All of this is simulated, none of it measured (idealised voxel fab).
Proc. module: voxel air gaps
255 nm wide, 5 nm square cells: that's cross-section cut.
A cross-section is a grid of square cells, given in bands from the top down. A band is one or more rows of cells.
Top, bottom (nm), then materials left to right with widths (nm); lone material tagged "all across" fills the whole band edge to edge; "air" = empty space.
Beneath 0, the wafer as received is one material, and that level is where height counting begins. The lowest band goes on downward without a bottom; it is written like "0 -> down".
A two-number width, for instance "30->40", indicates that the width is equal to the first number in the top row of the band and to the second number in the bottom row, and that it changes by a constant amount per row of cells.
Reading "nothing was modified" for a step: not a cell of the cross-section changed in it.
Each empty space that has no open way to the top and spans at least 8 cells appears under "Enclosed void listing" as width x height at distance, the distance counted from the left edge, all in nm.
That trailing text on a step's line, after the settings, is the simulator's own remark on the step.
What "overlay nm" on a step's line means: if the step has a mask, that mask lay this far to the right of its planned place, or, when the value is negative, to the left.
The following list gives the planned process steps:
1) op RECEIVE | material Si
2) op CONFORMAL_DEP | material SiO2 | thk nm 15
3) op CONFORMAL_DEP | material SiCN | thk nm 5
4) op DIRECTIONAL_DEP | material lowk | thk nm 30
5) op MASKED_ETCH | tone open | mask id LINES | width nm 20 | pitch nm 45 | etch materials lowk | depth nm 30 | overlay nm 0
6) op CONFORMAL_DEP | material TiN | thk nm 5
7) op FILL_DEP | material W | thk nm 10
8) op CMP | height nm 50
9) op EPI | material Ru | thk nm 10
10) op SELECTIVE_ETCH | etch materials lowk | depth nm 40
11) op CONFORMAL_DEP | material SiCN | thk nm 5
Cross-section, incoming material, after step 1:
0 -> down = Si all across
Enclosed void listing: none
Below is the wafer in cross-section after the module was completed. It began from the starting point shown above and followed the plan shown above, except that one mistake was made while running it:
60 -> 55 = air 55 nm; SiCN 140 nm; air 60 nm
55 -> 45 = air 55 nm; SiCN 5 nm; Ru 40 nm; SiCN 5 nm; Ru 40 nm; SiCN 5 nm; Ru 40 nm; SiCN 5 nm; air 60 nm
45 -> 40 = air 55 nm; SiCN 15 nm; TiN 5 nm; W 10 nm; TiN 5 nm; SiCN 25 nm; TiN 5 nm; W 10 nm; TiN 5 nm; SiCN 25 nm; TiN 5 nm; W 10 nm; TiN 5 nm; SiCN 15 nm; air 60 nm
40 -> 25 = air 65 nm; SiCN 5 nm; TiN 5 nm; W 10 nm; TiN 5 nm; SiCN 5 nm; air 15 nm; SiCN 5 nm; TiN 5 nm; W 10 nm; TiN 5 nm; SiCN 5 nm; air 15 nm; SiCN 5 nm; TiN 5 nm; W 10 nm; TiN 5 nm; SiCN 5 nm; air 70 nm
25 -> 20 = SiCN 70 nm; TiN 20 nm; SiCN 25 nm; TiN 20 nm; SiCN 25 nm; TiN 20 nm; SiCN 75 nm
20 -> 15 = SiCN all across
15 -> 0 = SiO2 all across
0 -> down = Si all across
Enclosed void listing: 15 x 15 at 95; 15 x 15 at 140
Deviation noted in wafer processing: step 8 changed vs plan, executed as op CMP | height nm 45
